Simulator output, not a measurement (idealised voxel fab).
Process module under the name voxel double patterning
Cross-section cut spans 160 nm and uses square cells 5 nm in size.
Cross-sections here: square-cell grids, written as top-down lists of bands, a band being one or more rows of cells. The entry gives the band's vertical extent as a top height and a bottom height in nm, then its horizontal make-up as materials from left to right, each with a width in nm. "blank" stands for empty space; a single material marked "throughout" fills the band edge to edge. The reference from which all heights are counted is 0, the level beneath which the as-received wafer is entirely one material; the lowest band, having no lower bound, proceeds downward and is written after the example "z 0 and below". With a width like "30 to 40", each row of cells in the band differs from the next by the same amount, the top row carrying the first number and the bottom row the second. What does "all unchanged" mean for a step? It means no cell of the cross-section changed in that step. "Enclosed empty spaces" specifies each empty space that is not open to the top and that occupies no fewer than 8 cells, using the form width x height at distance, the distance measured from the left edge and all three quantities in nm. The remark found on a step's line after its settings is issued by the simulator itself and pertains to that step. The setting "overlay nm" may be written on the line of a step. When the step uses a mask, the value reports how far to the right of the planned place the mask lay, and a negative value reports that it lay to the left. Layout of what follows: cross-section pairs, each bracketing one process step, the after cross-section shown only to the lowest band that changed, the step between and its settings noted under each pair. Pairs may originate in different runs of this module on the same starting wafer; a pair continues from the pair above only where its entry headed "Cross-section, before" says so.
**Cross-section, before**
- z 0 and below | Si throughout
- Enclosed empty spaces: none
**Section After Processing**
- z 5 to 0 | SiO2 throughout
- Below a height of 0, the structure has not been altered.
- Enclosed empty spaces: none
To go from the before cross-section above to the after cross-section, apply CONFORMAL_DEP [material SiO2] [thk nm 5]
Cross-section, before: it's just the after picture from the pair right above this one.
**Section After Processing**
- z 15 to 5 | TiN throughout
- Below a height of 5, the structure has not been altered.
- Enclosed empty spaces: none
To go from the before cross-section above to the after cross-section, apply DIRECTIONAL_DEP [material TiN] [thk nm 10]
Cross-section, before: it's just the after picture from the pair right above this one.
**Section After Processing**
- z 20 to 15 | SiCN throughout
- Below a height of 15, the structure has not been altered.
- Enclosed empty spaces: none
To go from the before cross-section above to the after cross-section, apply DIRECTIONAL_DEP [material SiCN] [thk nm 5]
Cross-section, before: it's just the after picture from the pair right above this one.
**Section After Processing**
- z 40 to 20 | resist: 45, blank: 15, resist: 35, blank: 15, resist: 50
- Below a height of 20, the structure has not been altered.
- Enclosed empty spaces: none
To go from the before cross-section above to the after cross-section, apply PATTERN [tone open] [mask id FIRST] [material resist] [width nm 15] [pitch nm 50] [thk nm 20] [overlay nm 0]
Cross-section, before: it's just the after picture from the pair right above this one.
**Section After Processing**
- z 40 to 20 | resist: 45, blank: 15, resist: 35, blank: 15, resist: 50
- z 20 to 15 | SiCN: 45, blank: 15, SiCN: 35, blank: 15, SiCN: 50
- Below a height of 15, the structure has not been altered.
- Enclosed empty spaces: none
To go from the before cross-section above to the after cross-section, apply DIRECTIONAL_ETCH [etch materials SiCN] [depth nm 5]
Cross-section, before: it's just the after picture from the pair right above this one.
**Section After Processing**
- z 20 to 15 | SiCN: 45, blank: 15, SiCN: 35, blank: 15, SiCN: 50
- Below a height of 15, the structure has not been altered.
- Enclosed empty spaces: none
To go from the before cross-section above to the after cross-section, apply STRIP [etch materials resist]
Cross-section, before: it's just the after picture from the pair right above this one.
**Section After Processing**
- z 40 to 20 | resist: 70, blank: 15, resist: 75
- z 20 to 15 | SiCN: 45, resist: 15, SiCN: 35, resist: 15, SiCN: 50
- Below a height of 15, the structure has not been altered.
- Enclosed empty spaces: none
To go from the before cross-section above to the after cross-section, apply PATTERN [tone open] [mask id SECOND] [material resist] [width nm 15] [thk nm 20] [overlay nm 0]
Cross-section, before: it's just the after picture from the pair right above this one.
**Section After Processing**
- z 40 to 20 | resist: 70, blank: 15, resist: 75
- z 20 to 15 | SiCN: 45, resist: 15, SiCN: 10, blank: 15, SiCN: 10, resist: 15, SiCN: 50
- Below a height of 15, the structure has not been altered.
- Enclosed empty spaces: none
To go from the before cross-section above to the after cross-section, apply DIRECTIONAL_ETCH [etch materials SiCN] [depth nm 5]
Cross-section, before: it's just the after picture from the pair right above this one.
**Section After Processing**
- z 20 to 15 | SiCN: 45, blank: 15, SiCN: 10, blank: 15, SiCN: 10, blank: 15, SiCN: 50
- Below a height of 15, the structure has not been altered.
- Enclosed empty spaces: none
To go from the before cross-section above to the after cross-section, apply STRIP [etch materials resist]
Cross-section, before: it's just the after picture from the pair right above this one.
**Section After Processing**
- z 20 to 15 | SiCN: 45, blank: 15, SiCN: 10, blank: 15, SiCN: 10, blank: 15, SiCN: 50
- z 15 to 5 | TiN: 45, blank: 15, TiN: 10, blank: 15, TiN: 10, blank: 15, TiN: 50
- Below a height of 5, the structure has not been altered.
- Enclosed empty spaces: none
To go from the before cross-section above to the after cross-section, apply DIRECTIONAL_ETCH [etch materials TiN] [depth nm 10]
Cross-section, before: it's just the after picture from the pair right above this one.
**Section After Processing**
- z 15 to 5 | TiN: 45, blank: 15, TiN: 10, blank: 15, TiN: 10, blank: 15, TiN: 50
- Below a height of 5, the structure has not been altered.
- Enclosed empty spaces: none
To go from the before cross-section above to the after cross-section, apply STRIP [etch materials SiCN]
**Cross-section, before**
- z 0 and below | Si throughout
- Enclosed empty spaces: none
**Section After Processing**
- z 10 to 0 | TiN throughout
- Below a height of 0, the structure has not been altered.
- Enclosed empty spaces: none
To go from the before cross-section above to the after cross-section, apply DIRECTIONAL_DEP [material TiN] [thk nm 10]
Cross-section, before: it's just the after picture from the pair right above this one.
**Section After Processing**
- z 15 to 10 | SiCN throughout
- Below a height of 10, the structure has not been altered.
- Enclosed empty spaces: none
To go from the before cross-section above to the after cross-section, apply DIRECTIONAL_DEP [material SiCN] [thk nm 5]
Cross-section, before: it's just the after picture from the pair right above this one.
**Section After Processing**
- z 35 to 15 | resist: 45, blank: 15, resist: 35, blank: 15, resist: 50
- Below a height of 15, the structure has not been altered.
- Enclosed empty spaces: none
To go from the before cross-section above to the after cross-section, apply PATTERN [tone open] [mask id FIRST] [material resist] [width nm 15] [pitch nm 50] [thk nm 20] [overlay nm 0]
Cross-section, before: it's just the after picture from the pair right above this one.
**Section After Processing**
- z 35 to 15 | resist: 45, blank: 15, resist: 35, blank: 15, resist: 50
- z 15 to 10 | SiCN: 45, blank: 15, SiCN: 35, blank: 15, SiCN: 50
- Below a height of 10, the structure has not been altered.
- Enclosed empty spaces: none
To go from the before cross-section above to the after cross-section, apply DIRECTIONAL_ETCH [etch materials SiCN] [depth nm 5]
Cross-section, before: it's just the after picture from the pair right above this one.
**Section After Processing**
- z 15 to 10 | SiCN: 45, blank: 15, SiCN: 35, blank: 15, SiCN: 50
- Below a height of 10, the structure has not been altered.
- Enclosed empty spaces: none
To go from the before cross-section above to the after cross-section, apply STRIP [etch materials resist]
Cross-section, before: it's just the after picture from the pair right above this one.
**Section After Processing**
- z 35 to 15 | resist: 70, blank: 15, resist: 75
- z 15 to 10 | SiCN: 45, resist: 15, SiCN: 35, resist: 15, SiCN: 50
- Below a height of 10, the structure has not been altered.
- Enclosed empty spaces: none
To go from the before cross-section above to the after cross-section, apply PATTERN [tone open] [mask id SECOND] [material resist] [width nm 15] [thk nm 20] [overlay nm 0]
Cross-section, before: it's just the after picture from the pair right above this one.
**Section After Processing**
- z 35 to 15 | resist: 70, blank: 15, resist: 75
- z 15 to 10 | SiCN: 45, resist: 15, SiCN: 10, blank: 15, SiCN: 10, resist: 15, SiCN: 50
- Below a height of 10, the structure has not been altered.
- Enclosed empty spaces: none
To go from the before cross-section above to the after cross-section, apply DIRECTIONAL_ETCH [etch materials SiCN] [depth nm 5]
Cross-section, before: it's just the after picture from the pair right above this one.
**Section After Processing**
- z 15 to 10 | SiCN: 45, blank: 15, SiCN: 10, blank: 15, SiCN: 10, blank: 15, SiCN: 50
- Below a height of 10, the structure has not been altered.
- Enclosed empty spaces: none
To go from the before cross-section above to the after cross-section, apply STRIP [etch materials resist]
Cross-section, before: it's just the after picture from the pair right above this one.
**Section After Processing**
- z 15 to 10 | SiCN: 45, blank: 15, SiCN: 10, blank: 15, SiCN: 10, blank: 15, SiCN: 50
- z 10 to 0 | TiN: 45, blank: 15, TiN: 10, blank: 15, TiN: 10, blank: 15, TiN: 50
- Below a height of 0, the structure has not been altered.
- Enclosed empty spaces: none
To go from the before cross-section above to the after cross-section, apply DIRECTIONAL_ETCH [etch materials TiN] [depth nm 10]
Cross-section, before: it's just the after picture from the pair right above this one.
**Section After Processing**
- z 10 to 0 | TiN: 45, blank: 15, TiN: 10, blank: 15, TiN: 10, blank: 15, TiN: 50
- Below a height of 0, the structure has not been altered.
- Enclosed empty spaces: none
To go from the before cross-section above to the after cross-section, apply STRIP [etch materials SiCN]
**Cross-section, before**
- z 10 to 0 | TiN throughout
- z 0 and below | Si throughout
- Enclosed empty spaces: none
**Section After Processing**
- z 15 to 10 | SiO2 throughout
- Below a height of 10, the structure has not been altered.
- Enclosed empty spaces: none
To go from the before cross-section above to the after cross-section, apply CONFORMAL_DEP [material SiO2] [thk nm 5]
Cross-section, before: it's just the after picture from the pair right above this one.
**Section After Processing**
- z 20 to 15 | SiCN throughout
- Below a height of 15, the structure has not been altered.
- Enclosed empty spaces: none
To go from the before cross-section above to the after cross-section, apply DIRECTIONAL_DEP [material SiCN] [thk nm 5]
Cross-section, before: it's just the after picture from the pair right above this one.
**Section After Processing**
- z 40 to 20 | resist: 45, blank: 15, resist: 35, blank: 15, resist: 50
- Below a height of 20, the structure has not been altered.
- Enclosed empty spaces: none
To go from the before cross-section above to the after cross-section, apply PATTERN [tone open] [mask id FIRST] [material resist] [width nm 15] [pitch nm 50] [thk nm 20] [overlay nm 0]
Cross-section, before: it's just the after picture from the pair right above this one.
**Section After Processing**
- z 40 to 20 | resist: 45, blank: 15, resist: 35, blank: 15, resist: 50
- z 20 to 15 | SiCN: 45, blank: 15, SiCN: 35, blank: 15, SiCN: 50
- Below a height of 15, the structure has not been altered.
- Enclosed empty spaces: none
To go from the before cross-section above to the after cross-section, apply DIRECTIONAL_ETCH [etch materials SiCN] [depth nm 5]
Cross-section, before: it's just the after picture from the pair right above this one.
**Section After Processing**
- z 20 to 15 | SiCN: 45, blank: 15, SiCN: 35, blank: 15, SiCN: 50
- Below a height of 15, the structure has not been altered.
- Enclosed empty spaces: none
To go from the before cross-section above to the after cross-section, apply STRIP [etch materials resist]
Cross-section, before: it's just the after picture from the pair right above this one.
**Section After Processing**
- z 40 to 20 | resist: 70, blank: 15, resist: 75
- z 20 to 15 | SiCN: 45, resist: 15, SiCN: 35, resist: 15, SiCN: 50
- Below a height of 15, the structure has not been altered.
- Enclosed empty spaces: none
To go from the before cross-section above to the after cross-section, apply PATTERN [tone open] [mask id SECOND] [material resist] [width nm 15] [thk nm 20] [overlay nm 0]
Cross-section, before: it's just the after picture from the pair right above this one.
**Section After Processing**
- z 40 to 20 | resist: 70, blank: 15, resist: 75
- z 20 to 15 | SiCN: 45, resist: 15, SiCN: 10, blank: 15, SiCN: 10, resist: 15, SiCN: 50
- Below a height of 15, the structure has not been altered.
- Enclosed empty spaces: none
To go from the before cross-section above to the after cross-section, apply DIRECTIONAL_ETCH [etch materials SiCN] [depth nm 5]
Cross-section, before: it's just the after picture from the pair right above this one.
**Section After Processing**
- z 20 to 15 | SiCN: 45, blank: 15, SiCN: 10, blank: 15, SiCN: 10, blank: 15, SiCN: 50
- Below a height of 15, the structure has not been altered.
- Enclosed empty spaces: none
To go from the before cross-section above to the after cross-section, apply STRIP [etch materials resist]
Cross-section, before: it's just the after picture from the pair right above this one.
**Section After Processing**
- z 15 to 10 | SiO2 throughout
- Below a height of 10, the structure has not been altered.
- Enclosed empty spaces: none
To go from the before cross-section above to the after cross-section, apply STRIP [etch materials SiCN]
**Cross-section, before**
- z 5 to 0 | SiO2 throughout
- z 0 and below | Si throughout
- Enclosed empty spaces: none
**Section After Processing**
- z 20 to 5 | TiN throughout
- Below a height of 5, the structure has not been altered.
- Enclosed empty spaces: none
To go from the before cross-section above to the after cross-section, apply DIRECTIONAL_DEP [material TiN] [thk nm 15]
Cross-section, before: it's just the after picture from the pair right above this one.
**Section After Processing**
- z 25 to 20 | SiCN throughout
- Below a height of 20, the structure has not been altered.
- Enclosed empty spaces: none
To go from the before cross-section above to the after cross-section, apply DIRECTIONAL_DEP [material SiCN] [thk nm 5]
Cross-section, before: it's just the after picture from the pair right above this one.
**Section After Processing**
- z 45 to 25 | resist: 45, blank: 15, resist: 35, blank: 15, resist: 50
- Below a height of 25, the structure has not been altered.
- Enclosed empty spaces: none
To go from the before cross-section above to the after cross-section, apply PATTERN [tone open] [mask id FIRST] [material resist] [width nm 15] [pitch nm 50] [thk nm 20] [overlay nm 0]
Cross-section, before: it's just the after picture from the pair right above this one.
**Section After Processing**
- z 45 to 25 | resist: 45, blank: 15, resist: 35, blank: 15, resist: 50
- z 25 to 20 | SiCN: 45, blank: 15, SiCN: 35, blank: 15, SiCN: 50
- Below a height of 20, the structure has not been altered.
- Enclosed empty spaces: none
To go from the before cross-section above to the after cross-section, apply DIRECTIONAL_ETCH [etch materials SiCN] [depth nm 5]
Cross-section, before: it's just the after picture from the pair right above this one.
**Section After Processing**
- z 25 to 20 | SiCN: 45, blank: 15, SiCN: 35, blank: 15, SiCN: 50
- Below a height of 20, the structure has not been altered.
- Enclosed empty spaces: none
To go from the before cross-section above to the after cross-section, apply STRIP [etch materials resist]
Cross-section, before: it's just the after picture from the pair right above this one.
**Section After Processing**
- z 45 to 25 | resist: 70, blank: 15, resist: 75
- z 25 to 20 | SiCN: 45, resist: 15, SiCN: 35, resist: 15, SiCN: 50
- Below a height of 20, the structure has not been altered.
- Enclosed empty spaces: none
To go from the before cross-section above to the after cross-section, apply PATTERN [tone open] [mask id SECOND] [material resist] [width nm 15] [thk nm 20] [overlay nm 0]
Cross-section, before: it's just the after picture from the pair right above this one.
**Section After Processing**
- z 45 to 25 | resist: 70, blank: 15, resist: 75
- z 25 to 20 | SiCN: 45, resist: 15, SiCN: 10, blank: 15, SiCN: 10, resist: 15, SiCN: 50
- Below a height of 20, the structure has not been altered.
- Enclosed empty spaces: none
To go from the before cross-section above to the after cross-section, apply DIRECTIONAL_ETCH [etch materials SiCN] [depth nm 5]
Cross-section, before: it's just the after picture from the pair right above this one.
**Section After Processing**
- z 25 to 20 | SiCN: 45, blank: 15, SiCN: 10, blank: 15, SiCN: 10, blank: 15, SiCN: 50
- Below a height of 20, the structure has not been altered.
- Enclosed empty spaces: none
To go from the before cross-section above to the after cross-section, apply STRIP [etch materials resist]
Cross-section, before: it's just the after picture from the pair right above this one.
**Section After Processing**
- z 25 to 20 | SiCN: 45, blank: 15, SiCN: 10, blank: 15, SiCN: 10, blank: 15, SiCN: 50
- z 20 to 10 | TiN: 45, blank: 15, TiN: 10, blank: 15, TiN: 10, blank: 15, TiN: 50
- Below a height of 10, the structure has not been altered.
- Enclosed empty spaces: none
To go from the before cross-section above to the after cross-section, apply DIRECTIONAL_ETCH [etch materials TiN] [depth nm 10]
Cross-section, before: it's just the after picture from the pair right above this one.
**Section After Processing**
- z 20 to 10 | TiN: 45, blank: 15, TiN: 10, blank: 15, TiN: 10, blank: 15, TiN: 50
- Below a height of 10, the structure has not been altered.
- Enclosed empty spaces: none
To go from the before cross-section above to the after cross-section, apply STRIP [etch materials SiCN]
**Cross-section, before**
- z 20 to 15 | SiCN: 45, blank: 15, SiCN: 35, blank: 15, SiCN: 50
- z 15 to 5 | TiN throughout
- z 5 to 0 | SiO2 throughout
- z 0 and below | Si throughout
- Enclosed empty spaces: none
**Section After Processing**
- z 40 to 20 | resist: 65, blank: 25, resist: 70
- z 20 to 15 | SiCN: 45, resist: 15, SiCN: 35, resist: 15, SiCN: 50
- Below a height of 15, the structure has not been altered.
- Enclosed empty spaces: none
To go from the before cross-section above to the after cross-section, apply PATTERN [tone open] [mask id SECOND] [material resist] [width nm 25] [thk nm 20] [overlay nm 0]
Cross-section, before: it's just the after picture from the pair right above this one.
**Section After Processing**
- z 40 to 20 | resist: 65, blank: 25, resist: 70
- z 20 to 15 | SiCN: 45, resist: 15, SiCN: 5, blank: 25, SiCN: 5, resist: 15, SiCN: 50
- Below a height of 15, the structure has not been altered.
- Enclosed empty spaces: none
To go from the before cross-section above to the after cross-section, apply DIRECTIONAL_ETCH [etch materials SiCN] [depth nm 5]
Cross-section, before: it's just the after picture from the pair right above this one.
**Section After Processing**
- z 20 to 15 | SiCN: 45, blank: 15, SiCN: 5, blank: 25, SiCN: 5, blank: 15, SiCN: 50
- Below a height of 15, the structure has not been altered.
- Enclosed empty spaces: none
To go from the before cross-section above to the after cross-section, apply STRIP [etch materials resist]
Cross-section, before: it's just the after picture from the pair right above this one.
**Section After Processing**
- z 20 to 15 | SiCN: 45, blank: 15, SiCN: 5, blank: 25, SiCN: 5, blank: 15, SiCN: 50
- z 15 to 5 | TiN: 45, blank: 15, TiN: 5, blank: 25, TiN: 5, blank: 15, TiN: 50
- Below a height of 5, the structure has not been altered.
- Enclosed empty spaces: none
To go from the before cross-section above to the after cross-section, apply DIRECTIONAL_ETCH [etch materials TiN] [depth nm 10]
Cross-section, before: it's just the after picture from the pair right above this one.
**Section After Processing**
- z 15 to 5 | TiN: 45, blank: 15, TiN: 5, blank: 25, TiN: 5, blank: 15, TiN: 50
- Below a height of 5, the structure has not been altered.
- Enclosed empty spaces: none
To go from the before cross-section above to the after cross-section, apply STRIP [etch materials SiCN]
**Cross-section, before**
- z 20 to 15 | SiCN: 45, blank: 15, SiCN: 35, blank: 15, SiCN: 50
- z 15 to 5 | TiN throughout
- z 5 to 0 | SiO2 throughout
- z 0 and below | Si throughout
- Enclosed empty spaces: none
**Section After Processing**
- z 40 to 20 | resist: 75, blank: 15, resist: 70
- z 20 to 15 | SiCN: 45, resist: 15, SiCN: 35, resist: 15, SiCN: 50
- Below a height of 15, the structure has not been altered.
- Enclosed empty spaces: none
To go from the before cross-section above to the after cross-section, apply PATTERN [tone open] [mask id SECOND] [material resist] [width nm 15] [thk nm 20] [overlay nm 5]
Cross-section, before: it's just the after picture from the pair right above this one.
**Section After Processing**
- z 40 to 20 | resist: 75, blank: 15, resist: 70
- z 20 to 15 | SiCN: 45, resist: 15, SiCN: 15, blank: 15, SiCN: 5, resist: 15, SiCN: 50
- Below a height of 15, the structure has not been altered.
- Enclosed empty spaces: none
To go from the before cross-section above to the after cross-section, apply DIRECTIONAL_ETCH [etch materials SiCN] [depth nm 5]
Cross-section, before: it's just the after picture from the pair right above this one.
**Section After Processing**
- z 20 to 15 | SiCN: 45, blank: 15, SiCN: 15, blank: 15, SiCN: 5, blank: 15, SiCN: 50
- Below a height of 15, the structure has not been altered.
- Enclosed empty spaces: none
To go from the before cross-section above to the after cross-section, apply STRIP [etch materials resist]
Cross-section, before: it's just the after picture from the pair right above this one.
**Section After Processing**
- z 20 to 15 | SiCN: 45, blank: 15, SiCN: 15, blank: 15, SiCN: 5, blank: 15, SiCN: 50
- z 15 to 5 | TiN: 45, blank: 15, TiN: 15, blank: 15, TiN: 5, blank: 15, TiN: 50
- Below a height of 5, the structure has not been altered.
- Enclosed empty spaces: none
To go from the before cross-section above to the after cross-section, apply DIRECTIONAL_ETCH [etch materials TiN] [depth nm 10]
Cross-section, before: it's just the after picture from the pair right above this one.
**Section After Processing**
- z 15 to 5 | TiN: 45, blank: 15, TiN: 15, blank: 15, TiN: 5, blank: 15, TiN: 50
- Below a height of 5, the structure has not been altered.
- Enclosed empty spaces: none
To go from the before cross-section above to the after cross-section, apply STRIP [etch materials SiCN]
**Cross-section, before**
- z 5 to 0 | SiO2 throughout
- z 0 and below | Si throughout
- Enclosed empty spaces: none
**Section After Processing**
- z 15 to 0 | SiO2 throughout
- Below a height of 0, the structure has not been altered.
- Enclosed empty spaces: none
To go from the before cross-section above to the after cross-section, apply DIRECTIONAL_DEP [material SiO2] [thk nm 10]
Cross-section, before: it's just the after picture from the pair right above this one.
**Section After Processing**
- z 20 to 15 | SiCN throughout
- Below a height of 15, the structure has not been altered.
- Enclosed empty spaces: none
To go from the before cross-section above to the after cross-section, apply DIRECTIONAL_DEP [material SiCN] [thk nm 5]
Cross-section, before: it's just the after picture from the pair right above this one.
**Section After Processing**
- z 40 to 20 | resist: 45, blank: 15, resist: 35, blank: 15, resist: 50
- Below a height of 20, the structure has not been altered.
- Enclosed empty spaces: none
To go from the before cross-section above to the after cross-section, apply PATTERN [tone open] [mask id FIRST] [material resist] [width nm 15] [pitch nm 50] [thk nm 20] [overlay nm 0]
Cross-section, before: it's just the after picture from the pair right above this one.
**Section After Processing**
- z 40 to 20 | resist: 45, blank: 15, resist: 35, blank: 15, resist: 50
- z 20 to 15 | SiCN: 45, blank: 15, SiCN: 35, blank: 15, SiCN: 50
- Below a height of 15, the structure has not been altered.
- Enclosed empty spaces: none
To go from the before cross-section above to the after cross-section, apply DIRECTIONAL_ETCH [etch materials SiCN] [depth nm 5]
Cross-section, before: it's just the after picture from the pair right above this one.
**Section After Processing**
- z 20 to 15 | SiCN: 45, blank: 15, SiCN: 35, blank: 15, SiCN: 50
- Below a height of 15, the structure has not been altered.
- Enclosed empty spaces: none
To go from the before cross-section above to the after cross-section, apply STRIP [etch materials resist]
Cross-section, before: it's just the after picture from the pair right above this one.
**Section After Processing**
- z 40 to 20 | resist: 70, blank: 15, resist: 75
- z 20 to 15 | SiCN: 45, resist: 15, SiCN: 35, resist: 15, SiCN: 50
- Below a height of 15, the structure has not been altered.
- Enclosed empty spaces: none
To go from the before cross-section above to the after cross-section, apply PATTERN [tone open] [mask id SECOND] [material resist] [width nm 15] [thk nm 20] [overlay nm 0]
Cross-section, before: it's just the after picture from the pair right above this one.
**Section After Processing**
- z 40 to 20 | resist: 70, blank: 15, resist: 75
- z 20 to 15 | SiCN: 45, resist: 15, SiCN: 10, blank: 15, SiCN: 10, resist: 15, SiCN: 50
- Below a height of 15, the structure has not been altered.
- Enclosed empty spaces: none
To go from the before cross-section above to the after cross-section, apply DIRECTIONAL_ETCH [etch materials SiCN] [depth nm 5]
Cross-section, before: it's just the after picture from the pair right above this one.
**Section After Processing**
- z 20 to 15 | SiCN: 45, blank: 15, SiCN: 10, blank: 15, SiCN: 10, blank: 15, SiCN: 50
- Below a height of 15, the structure has not been altered.
- Enclosed empty spaces: none
To go from the before cross-section above to the after cross-section, apply STRIP [etch materials resist]
Cross-section, before: it's just the after picture from the pair right above this one.
**Section After Processing**
- z 15 to 0 | SiO2 throughout
- Below a height of 0, the structure has not been altered.
- Enclosed empty spaces: none
To go from the before cross-section above to the after cross-section, apply STRIP [etch materials SiCN]
**Cross-section, before**
- z 20 to 15 | SiCN throughout
- z 15 to 5 | TiN throughout
- z 5 to 0 | SiO2 throughout
- z 0 and below | Si throughout
- Enclosed empty spaces: none
**Section After Processing**
- z 40 to 20 | blank: 45, resist: 15, blank: 35, resist: 15, blank: 50
- Below a height of 20, the structure has not been altered.
- Enclosed empty spaces: none
To go from the before cross-section above to the after cross-section, apply PATTERN [tone cover] [mask id FIRST] [material resist] [width nm 15] [pitch nm 50] [thk nm 20] [overlay nm 0]
Cross-section, before: it's just the after picture from the pair right above this one.
**Section After Processing**
- z 40 to 20 | blank: 45, resist: 15, blank: 35, resist: 15, blank: 50
- z 20 to 15 | blank: 45, SiCN: 15, blank: 35, SiCN: 15, blank: 50
- Below a height of 15, the structure has not been altered.
- Enclosed empty spaces: none
To go from the before cross-section above to the after cross-section, apply DIRECTIONAL_ETCH [etch materials SiCN] [depth nm 5]
Cross-section, before: it's just the after picture from the pair right above this one.
**Section After Processing**
- z 20 to 15 | blank: 45, SiCN: 15, blank: 35, SiCN: 15, blank: 50
- Below a height of 15, the structure has not been altered.
- Enclosed empty spaces: none
To go from the before cross-section above to the after cross-section, apply STRIP [etch materials resist]
Cross-section, before: it's just the after picture from the pair right above this one.
**Section After Processing**
- z 40 to 20 | resist: 70, blank: 15, resist: 75
- z 20 to 15 | resist: 45, SiCN: 15, resist: 10, blank: 15, resist: 10, SiCN: 15, resist: 50
- Below a height of 15, the structure has not been altered.
- Enclosed empty spaces: none
To go from the before cross-section above to the after cross-section, apply PATTERN [tone open] [mask id SECOND] [material resist] [width nm 15] [thk nm 20] [overlay nm 0]
Cross-section, before: it's just the after picture from the pair right above this one.
**Section After Processing**
- z 20 to 15 | blank: 45, SiCN: 15, blank: 35, SiCN: 15, blank: 50
- Below a height of 15, the structure has not been altered.
- Enclosed empty spaces: none
To go from the before cross-section above to the after cross-section, apply STRIP [etch materials resist]
Cross-section, before: it's just the after picture from the pair right above this one.
**Section After Processing**
- z 20 to 15 | blank: 45, SiCN: 15, blank: 35, SiCN: 15, blank: 50
- z 15 to 5 | blank: 45, TiN: 15, blank: 35, TiN: 15, blank: 50
- Below a height of 5, the structure has not been altered.
- Enclosed empty spaces: none
To go from the before cross-section above to the after cross-section, apply DIRECTIONAL_ETCH [etch materials TiN] [depth nm 10]
Cross-section, before: it's just the after picture from the pair right above this one.
**Section After Processing**
- z 15 to 5 | blank: 45, TiN: 15, blank: 35, TiN: 15, blank: 50
- Below a height of 5, the structure has not been altered.
- Enclosed empty spaces: none
To go from the before cross-section above to the after cross-section, apply STRIP [etch materials SiCN]
